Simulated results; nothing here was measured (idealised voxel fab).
The document below concerns the process module designated voxel gate over fins.
The cross-section shown here is cut; it is 235 nm wide and divided into square cells measuring 5 nm on a side.
Cross-sections here: square-cell grids, written as top-down lists of bands, a band being one or more rows of cells. Band entry format. Leading values: height of top, height of bottom, nm. Remainder: materials in left-to-right order, each with its width in nm. Special words: "everywhere" on a single material, which then fills the band edge to edge; "blank", empty space. Beneath 0, the wafer as received is one material, and that level is where height counting begins. The lowest band goes on downward without a bottom; it is written like "0 nm and below". A two-number width, for instance "30..40", indicates that the width is equal to the first number in the top row of the band and to the second number in the bottom row, and that it changes by a constant amount per row of cells. "same as before", as given for a step, is the statement that not any cell of the cross-section underwent a change during that step. You'll see "Encapsulated voids" listing empty spaces that have no way open to the top, as long as they're 8 cells or more; the notation is width x height at distance, where the distance is from the left edge, and all of it is in nm. What comes after the settings on a step's line is commentary from the simulator itself on that step. "overlay nm" answers the question of how far to the right of plan the mask lay on a step that has a mask, and when it is negative the answer is to the left.

**Process steps (planned)**
step 1: RECEIVE,material Si
step 2: CONFORMAL_DEP,material SiN,thk nm 5
step 3: PATTERN,tone cover,mask id FINS,material resist,width nm 15,pitch nm 50,thk nm 20,overlay nm 0
step 4: DIRECTIONAL_ETCH,etch materials SiN,depth nm 5
step 5: DIRECTIONAL_ETCH,etch materials Si,depth nm 30
step 6: STRIP,etch materials resist
step 7: FILL_DEP,material SiO2,thk nm 5
step 8: CMP,height nm 5
step 9: PATTERN,tone open,mask id RAIL,material resist,width nm 15,thk nm 20,overlay nm 0
step 10: DIRECTIONAL_ETCH,etch materials SiO2,depth nm 30
step 11: STRIP,etch materials resist
step 12: CONFORMAL_DEP,material TiN,thk nm 5
step 13: FILL_DEP,material Ru,thk nm 5
step 14: CMP,height nm 5
step 15: SELECTIVE_ETCH,etch materials W Ru TiN,depth nm 20
step 16: FILL_DEP,material SiO2,thk nm 5
step 17: CMP,height nm 5
step 18: SELECTIVE_ETCH,etch materials SiO2,depth nm 15
step 19: STRIP,etch materials SiN
step 20: CONFORMAL_DEP,material HfO2,thk nm 5
step 21: CONFORMAL_DEP,material TiN,thk nm 5
step 22: CONFORMAL_DEP,material TiAl,thk nm 5
step 23: CONFORMAL_DEP,material TiN,thk nm 5
step 24: FILL_DEP,material W,thk nm 15
step 25: CMP,height nm 30
step 26: CONFORMAL_DEP,material SiN,thk nm 10

**Here's what the wafer looked like in cross-section when it arrived - that's after step 1**
> 0 nm and below  Si everywhere
> Encapsulated voids: none

**First of two wafers: cross-section at end of module, run per plan**
> 40 nm to 30 nm  SiN everywhere
> 30 nm to 20 nm  W everywhere
> 20 nm to 15 nm  W: 65 | TiN: 105 | W: 65
> 15 nm to 10 nm  W: 65 | TiN: 5 | TiAl: 45 | TiN: 5 | TiAl: 45 | TiN: 5 | W: 65
> 10 nm to 5 nm  TiN: 70 | TiAl: 5 | TiN: 35 | TiAl: 5 | TiN: 5 | TiAl: 5 | TiN: 35 | TiAl: 5 | TiN: 70
> 5 nm to 0 nm  TiAl: 75 | TiN: 5 | HfO2: 25 | TiN: 5 | TiAl: 15 | TiN: 5 | HfO2: 25 | TiN: 5 | TiAl: 75
> 0 nm to -5 nm  TiN: 80 | HfO2: 5 | Si: 15 | HfO2: 5 | TiN: 25 | HfO2: 5 | Si: 15 | HfO2: 5 | TiN: 80
> -5 nm to -10 nm  HfO2: 85 | Si: 15 | HfO2: 35 | Si: 15 | HfO2: 85
> -10 nm to -15 nm  SiO2: 85 | Si: 15 | SiO2: 35 | Si: 15 | SiO2: 85
> -15 nm to -20 nm  SiO2: 85 | Si: 15 | SiO2: 10 | TiN: 5 | Ru: 5 | TiN: 5 | SiO2: 10 | Si: 15 | SiO2: 85
> -20 nm to -25 nm  SiO2: 85 | Si: 15 | SiO2: 10 | TiN: 15 | SiO2: 10 | Si: 15 | SiO2: 85
> -25 nm to -30 nm  SiO2: 85 | Si: 15 | SiO2: 35 | Si: 15 | SiO2: 85
> -30 nm and below  Si everywhere
> Encapsulated voids: none

**End of module, second wafer, cross-section. Started like the first, planned like the first, run with one mistake**
> 40 nm to 30 nm  SiN everywhere
> 30 nm to 20 nm  W everywhere
> 20 nm to 15 nm  W: 65 | TiN: 105 | W: 65
> 15 nm to 10 nm  W: 65 | TiN: 5 | TiAl: 45 | TiN: 5 | TiAl: 45 | TiN: 5 | W: 65
> 10 nm to 5 nm  TiN: 70 | TiAl: 5 | TiN: 35 | TiAl: 5 | TiN: 5 | TiAl: 5 | TiN: 35 | TiAl: 5 | TiN: 70
> 5 nm to 0 nm  TiAl: 75 | TiN: 5 | HfO2: 25 | TiN: 5 | TiAl: 15 | TiN: 5 | HfO2: 25 | TiN: 5 | TiAl: 75
> 0 nm to -5 nm  TiN: 80 | HfO2: 5 | Si: 15 | HfO2: 5 | TiN: 25 | HfO2: 5 | Si: 15 | HfO2: 5 | TiN: 80
> -5 nm to -10 nm  HfO2: 85 | Si: 15 | HfO2: 35 | Si: 15 | HfO2: 85
> -10 nm to -15 nm  SiO2: 85 | Si: 15 | SiO2: 35 | Si: 15 | SiO2: 85
> -15 nm to -20 nm  SiO2: 85 | Si: 15 | SiO2: 15 | TiN: 5 | Ru: 5 | TiN: 5 | SiO2: 5 | Si: 15 | SiO2: 85
> -20 nm to -25 nm  SiO2: 85 | Si: 15 | SiO2: 15 | TiN: 15 | SiO2: 5 | Si: 15 | SiO2: 85
> -25 nm to -30 nm  SiO2: 85 | Si: 15 | SiO2: 35 | Si: 15 | SiO2: 85
> -30 nm and below  Si everywhere
> Encapsulated voids: none
Finding, execution versus plan: so step 9 ended up running with a different setting than we planned, it ran as PATTERN,tone open,mask id RAIL,material resist,width nm 15,thk nm 20,overlay nm 5
Matching per-material cell counts, mismatched positions: that is how the second wafer compares with the first at the end.
